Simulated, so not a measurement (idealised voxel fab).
Name of the process module below: voxel transistor to metal
Section shown: cut. Width: 210 nm. Cell size: 5 nm, square.
A cross-section is a grid of square cells, given in bands from the top down. A band is one or more rows of cells.
The band entry comprises the height of the band's top followed by the height of its bottom, expressed in nm, and subsequently the band's materials from left to right, each stated together with its width in nm. Where a single material is marked with the word "everywhere", that material fills the band from edge to edge. The word "empty" represents empty space.
For the purposes of this specification, 0 denotes the height below which the wafer in its as-received condition is composed wholly of one material, and the lowermost band, lacking a lower limit, extends downward without end, as expressed in "0 down".
A width such as "30 to 40" changes by the same amount from each row of cells to the next, from the band's top row to its bottom row.
When a step is marked "no change", none of the cells in the cross-section changed during that step.
"Fully enclosed voids": empty spaces of 8 cells or more with no open way to the top, each given as width x height at distance, distance from the left edge, all in nm.
Past the settings on a step's line: simulator remark, on that step.
On any step carrying a mask, the "overlay nm" setting, if present on the step's line, tells how far right of its planned place the mask lay; negative values point to the left.

These are the steps we planned for the process
1) RECEIVE,material Si
2) OXIDIZE,depth nm 5
3) CONFORMAL_DEP,material SiN,thk nm 15
4) MASKED_ETCH,tone cover,mask id ACTIVE,width nm 115,etch materials SiN,depth nm 15,overlay nm 0
5) MASKED_ETCH,tone cover,mask id ACTIVE,width nm 115,etch materials SiO2,depth nm 5,overlay nm 0
6) MASKED_ETCH,tone cover,mask id ACTIVE,width nm 115,etch materials Si,depth nm 25,overlay nm 0
7) OXIDIZE,depth nm 5
8) FILL_DEP,material SiO2,thk nm 15
9) CMP,height nm 15
10) SELECTIVE_ETCH,etch materials SiO2,depth nm 10
11) STRIP,etch materials SiN
12) SELECTIVE_ETCH,etch materials SiO2,depth nm 5
13) OXIDIZE,depth nm 5
14) DIRECTIONAL_DEP,material polySi,thk nm 25
15) DIRECTIONAL_DEP,material SiCN,thk nm 10
16) DIRECTIONAL_DEP,material aC,thk nm 10
17) PATTERN,tone cover,mask id GATE,material resist,width nm 15,thk nm 25,overlay nm 0
18) DIRECTIONAL_ETCH,etch materials aC,depth nm 10
19) STRIP,etch materials resist
20) DIRECTIONAL_ETCH,etch materials SiCN,depth nm 20
21) DIRECTIONAL_ETCH,etch materials polySi,depth nm 35
22) STRIP,etch materials aC
23) CONFORMAL_DEP,material SiN,thk nm 10
24) DIRECTIONAL_ETCH,etch materials SiN,depth nm 10
25) DIRECTIONAL_ETCH,etch materials SiO2,depth nm 5
26) DIRECTIONAL_ETCH,etch materials Si,depth nm 10
27) EPI,material nSi,thk nm 15
28) FILL_DEP,material SiO2,thk nm 5
29) CMP,height nm 30
30) DIRECTIONAL_DEP,material SiO2,thk nm 15
31) DIRECTIONAL_DEP,material aC,thk nm 10
32) PATTERN,tone open,mask id CONTACT,material resist,width nm 20,pitch nm 75,thk nm 30,overlay nm 0
33) DIRECTIONAL_ETCH,etch materials aC,depth nm 10
34) STRIP,etch materials resist
35) DIRECTIONAL_ETCH,etch materials SiO2,depth nm 50
36) STRIP,etch materials aC
37) CONFORMAL_DEP,material TiN,thk nm 5
38) FILL_DEP,material W,thk nm 5
39) CMP,height nm 45
40) CONFORMAL_DEP,material SiCN,thk nm 5
41) DIRECTIONAL_DEP,material lowk,thk nm 25
42) PATTERN,tone open,mask id METAL_1,material resist,width nm 20,pitch nm 75,thk nm 15,overlay nm 0
43) DIRECTIONAL_ETCH,etch materials lowk,depth nm 25
44) DIRECTIONAL_ETCH,etch materials SiCN,depth nm 5
45) STRIP,etch materials resist
46) CONFORMAL_DEP,material TiN,thk nm 5
47) FILL_DEP,material Ru,thk nm 10
48) CMP,height nm 75
49) CONFORMAL_DEP,material SiN,thk nm 5

So this is the incoming wafer in cross-section - it's already been through step 1
> 0 down = Si everywhere
> Fully enclosed voids: none

Cross-sectional view of the first of the two wafers upon completion of the module, processed in accordance with the plan
> 80 to 75 = SiN everywhere
> 75 to 50 = lowk: 55; TiN: 5; Ru: 10; TiN: 5; lowk: 55; TiN: 5; Ru: 10; TiN: 5; lowk: 60
> 50 to 45 = SiCN: 55; TiN: 20; SiCN: 55; TiN: 20; SiCN: 60
> 45 to 30 = SiO2: 55; TiN: 5; W: 10; TiN: 5; SiO2: 55; TiN: 5; W: 10; TiN: 5; SiO2: 60
> 30 to 20 = SiO2: 55; TiN: 5; W: 10; TiN: 5; SiO2: 10; SiN: 10; SiCN: 15; SiN: 10; SiO2: 10; TiN: 5; W: 10; TiN: 5; SiO2: 60
> 20 to 10 = SiO2: 55; TiN: 5; W: 10; TiN: 5; SiO2: 10; SiN: 10; polySi: 15; SiN: 10; SiO2: 10; TiN: 5; W: 10; TiN: 5; SiO2: 60
> 10 to 5 = SiO2: 55; TiN: 5; W: 5; TiN: 10; SiO2: 10; SiN: 10; polySi: 15; SiN: 10; SiO2: 10; TiN: 10; W: 5; TiN: 5; SiO2: 60
> 5 to 0 = SiO2: 55; TiN: 5; W: 5; TiN: 5; nSi: 15; SiN: 10; polySi: 15; SiN: 10; nSi: 15; TiN: 5; W: 5; TiN: 5; SiO2: 60
> 0 to -5 = SiO2: 40; SiN: 10; SiO2: 5; TiN: 15; nSi: 15; SiN: 10; polySi: 15; SiN: 10; nSi: 15; TiN: 15; SiO2: 5; SiN: 10; SiO2: 45
> -5 to -10 = SiO2: 50; nSi: 35; SiO2: 35; nSi: 35; SiO2: 55
> -10 to -20 = SiO2: 50; nSi: 35; Si: 35; nSi: 35; SiO2: 55
> -20 to -35 = SiO2: 50; Si: 105; SiO2: 55
> -35 down = Si everywhere
> Fully enclosed voids: none

Wafer two (of two), end-of-module cross-section: start = wafer one, plan = wafer one, one run mistake
> 80 to 75 = SiN everywhere
> 75 to 50 = lowk: 55; TiN: 5; Ru: 15; TiN: 5; lowk: 50; TiN: 5; Ru: 15; TiN: 5; lowk: 55
> 50 to 45 = SiCN: 55; TiN: 25; SiCN: 50; TiN: 25; SiCN: 55
> 45 to 30 = SiO2: 55; TiN: 5; W: 10; TiN: 5; SiO2: 55; TiN: 5; W: 10; TiN: 5; SiO2: 60
> 30 to 20 = SiO2: 55; TiN: 5; W: 10; TiN: 5; SiO2: 10; SiN: 10; SiCN: 15; SiN: 10; SiO2: 10; TiN: 5; W: 10; TiN: 5; SiO2: 60
> 20 to 10 = SiO2: 55; TiN: 5; W: 10; TiN: 5; SiO2: 10; SiN: 10; polySi: 15; SiN: 10; SiO2: 10; TiN: 5; W: 10; TiN: 5; SiO2: 60
> 10 to 5 = SiO2: 55; TiN: 5; W: 5; TiN: 10; SiO2: 10; SiN: 10; polySi: 15; SiN: 10; SiO2: 10; TiN: 10; W: 5; TiN: 5; SiO2: 60
> 5 to 0 = SiO2: 55; TiN: 5; W: 5; TiN: 5; nSi: 15; SiN: 10; polySi: 15; SiN: 10; nSi: 15; TiN: 5; W: 5; TiN: 5; SiO2: 60
> 0 to -5 = SiO2: 40; SiN: 10; SiO2: 5; TiN: 15; nSi: 15; SiN: 10; polySi: 15; SiN: 10; nSi: 15; TiN: 15; SiO2: 5; SiN: 10; SiO2: 45
> -5 to -10 = SiO2: 50; nSi: 35; SiO2: 35; nSi: 35; SiO2: 55
> -10 to -20 = SiO2: 50; nSi: 35; Si: 35; nSi: 35; SiO2: 55
> -20 to -35 = SiO2: 50; Si: 105; SiO2: 55
> -35 down = Si everywhere
> Fully enclosed voids: none
What was the processing mistake? step 42 was run on a setting that differed from the plan, and what really ran there is PATTERN,tone open,mask id METAL_1,material resist,width nm 25,pitch nm 75,thk nm 15,overlay nm 0
FYI, end of process, the second wafer has more or fewer cells of some materials than the first: Ru +10 | SiCN -2 | TiN +2 | lowk -10
